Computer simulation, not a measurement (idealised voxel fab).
The following is a process module called voxel released beams.
Cross-section cut spans 225 nm and uses square cells 5 nm in size.
How to read a cross-section here: the picture is a grid of square cells, written as bands going from the top down, and any band can span one or more rows of cells. What a band's entry tells you: where the top is and where the bottom is, as heights in nm, and after that what lies inside, material by material from left to right, each with its width in nm. Empty space is written as the word "empty", and a single material marked with the word "full width" occupies the band from edge to edge. Note: height 0 marks the level under which the wafer is uniformly one material as received. Lowest band unbounded below, written "top 0, no bottom". Quick explanation for "30 to 40": the width changes in equal steps down the rows of cells, from the first number in the band's top row to the second number in its bottom row. "no alterations made" for a step: no cell of the cross-section changed in that step. Empty spaces without an open route to the top, at least 8 cells in extent, make up the entry "Closed cavities"; each is given as width x height at distance, where the distance is measured from the left edge, and all are in nm. Post-settings text on a step line: simulator's own remark regarding the step. Each step line may optionally specify "overlay nm", which for a step with a mask gives the rightward distance between the mask's planned place and where it lay, a negative value indicating the leftward direction.

### Steps in the process plan
1. RECEIVE,material Si
2. CONFORMAL_DEP,material Al2O3,thk nm 5
3. DIRECTIONAL_DEP,material SiO2,thk nm 20
4. MASKED_ETCH,tone open,mask id ANCHOR,width nm 40,etch materials SiO2,depth nm 20,overlay nm 0
5. CONFORMAL_DEP,material SiN,thk nm 15
6. MASKED_ETCH,tone cover,mask id BEAM,width nm 120,etch materials SiN,depth nm 15,overlay nm 0
7. STRIP,etch materials SiO2

### The first of two wafers, run as planned

### Wafer cross-section on receipt, i.e. after step 1
  top 0, no bottom: Si full width
  Closed cavities: none

### Cross-sectional representation of the wafer at the conclusion of step 2
  top 5, bottom 0: Al2O3 full width
  All layers under 0 are left as they were.

### Cross-sectional representation of the wafer at the conclusion of step 3
  top 25, bottom 5: SiO2 full width
  All layers under 5 are left as they were.

### Cross-sectional representation of the wafer at the conclusion of step 4
  top 25, bottom 5: 55 SiO2  40 empty  130 SiO2
  All layers under 5 are left as they were.

### Cross-sectional representation of the wafer at the conclusion of step 5
  top 40, bottom 25: 70 SiN  10 empty  145 SiN
  top 25, bottom 20: 55 SiO2  15 SiN  10 empty  15 SiN  130 SiO2
  top 20, bottom 5: 55 SiO2  40 SiN  130 SiO2
  All layers under 5 are left as they were.

### Cross-sectional representation of the wafer at the conclusion of step 6
  top 40, bottom 25: 50 empty  20 SiN  10 empty  90 SiN  55 empty
  All layers under 25 are left as they were.

### Cross-sectional representation of the wafer at the conclusion of step 7
  top 40, bottom 25: 50 empty  20 SiN  10 empty  90 SiN  55 empty
  top 25, bottom 20: 55 empty  15 SiN  10 empty  15 SiN  130 empty
  top 20, bottom 5: 55 empty  40 SiN  130 empty
  All layers under 5 are left as they were.

### The second wafer was prepared from the same starting point and under the same plan as the first; its processing contained one mistake, and it remains indistinguishable from the first wafer up to and including step 4

### Planned end of step 5: second wafer, cross-section
  top 35, bottom 25: 65 SiN  20 empty  140 SiN
  top 25, bottom 15: 55 SiO2  10 SiN  20 empty  10 SiN  130 SiO2
  top 15, bottom 5: 55 SiO2  40 SiN  130 SiO2
  All layers under 5 are left as they were.

### Planned end of step 6: second wafer, cross-section
  top 35, bottom 25: 50 empty  15 SiN  20 empty  85 SiN  55 empty
  All layers under 25 are left as they were.

### Planned end of step 7: second wafer, cross-section
  top 35, bottom 25: 50 empty  15 SiN  20 empty  85 SiN  55 empty
  top 25, bottom 15: 55 empty  10 SiN  20 empty  10 SiN  130 empty
  top 15, bottom 5: 55 empty  40 SiN  130 empty
  All layers under 5 are left as they were.
Where did the run depart from the plan? step 5 ran as: CONFORMAL_DEP,material SiN,thk nm 10
End of process, cell counts, second wafer against first, materials with more or fewer: SiN: 32 fewer
